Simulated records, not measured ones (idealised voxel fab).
process module | voxel ribs on slabs
cross-section cut | 145 nm wide | cells 5 nm
A cross-section is a grid of square cells, given in bands from the top down. A band is one or more rows of cells.
Each band's line starts with the height of the band's top and of its bottom, in nm. Then come its materials from left to right, each with its width in nm. One material with "throughout" fills the band from edge to edge. "air" is empty space.
Height 0 is the level under which the wafer as received is all one material. The lowest band goes on downwards, as in "0 down".
A width such as "30 to 40" changes by the same amount from each row of cells to the next, from the band's top row to its bottom row.
"no change" after a step means that no cell of the cross-section changed.
closed voids: empty space of 8 cells or more with no open way to the top, each as width x height at its distance from the left edge, in nm
after a step's settings: what the simulator itself notes on the step
overlay nm, on a step with a mask: how far to the right of its planned place the mask lay; to the left if negative
plan
1 op RECEIVE | material Si
2 op DIRECTIONAL_DEP | material SiO2 | thk nm 30
3 op DIRECTIONAL_DEP | material polySi | thk nm 20
4 op DIRECTIONAL_DEP | material aC | thk nm 15
5 op PATTERN | tone cover | mask id RIB | material resist | width nm 30 | thk nm 35 | overlay nm 0
6 op DIRECTIONAL_ETCH | etch materials aC | depth nm 15
7 op STRIP | etch materials resist
8 op DIRECTIONAL_ETCH | etch materials polySi | depth nm 15
9 op STRIP | etch materials aC
10 op PATTERN | tone cover | mask id SLAB | material resist | width nm 90 | thk nm 15 | overlay nm 0
11 op DIRECTIONAL_ETCH | etch materials polySi | depth nm 5
12 op STRIP | etch materials resist
13 op FILL_DEP | material SiO2 | thk nm 25
14 op CMP | height nm 70
15 op DIRECTIONAL_DEP | material TiN | thk nm 5
16 op PATTERN | tone cover | mask id HEATER | material resist | width nm 40 | thk nm 15 | overlay nm 0
17 op DIRECTIONAL_ETCH | etch materials TiN | depth nm 5
18 op STRIP | etch materials resist
19 op CONFORMAL_DEP | material SiO2 | thk nm 10
as received, after step 1
  0 down: Si throughout
  closed voids: none
first wafer at the end, as planned
  85 to 80: air 40 | SiO2 60 | air 45
  80 to 75: SiO2 throughout
  75 to 70: SiO2 50 | TiN 40 | SiO2 55
  70 to 50: SiO2 throughout
  50 to 35: SiO2 55 | polySi 30 | SiO2 60
  35 to 30: SiO2 25 | polySi 90 | SiO2 30
  30 to 0: SiO2 throughout
  0 down: Si throughout
  closed voids: none
second wafer at the end: like start, like plan, one mistake
  85 to 80: air 40 | SiO2 60 | air 45
  80 to 75: SiO2 throughout
  75 to 70: SiO2 50 | TiN 40 | SiO2 55
  70 to 50: SiO2 throughout
  50 to 40: SiO2 55 | polySi 30 | SiO2 60
  40 to 35: SiO2 25 | polySi 90 | SiO2 30
  35 to 30: polySi throughout
  30 to 0: SiO2 throughout
  0 down: Si throughout
  closed voids: none
what went wrong: step 8 ran as: op DIRECTIONAL_ETCH | etch materials polySi | depth nm 10
at the end the second wafer has, in cells: 23 fewer of SiO2 | 23 more of polySi
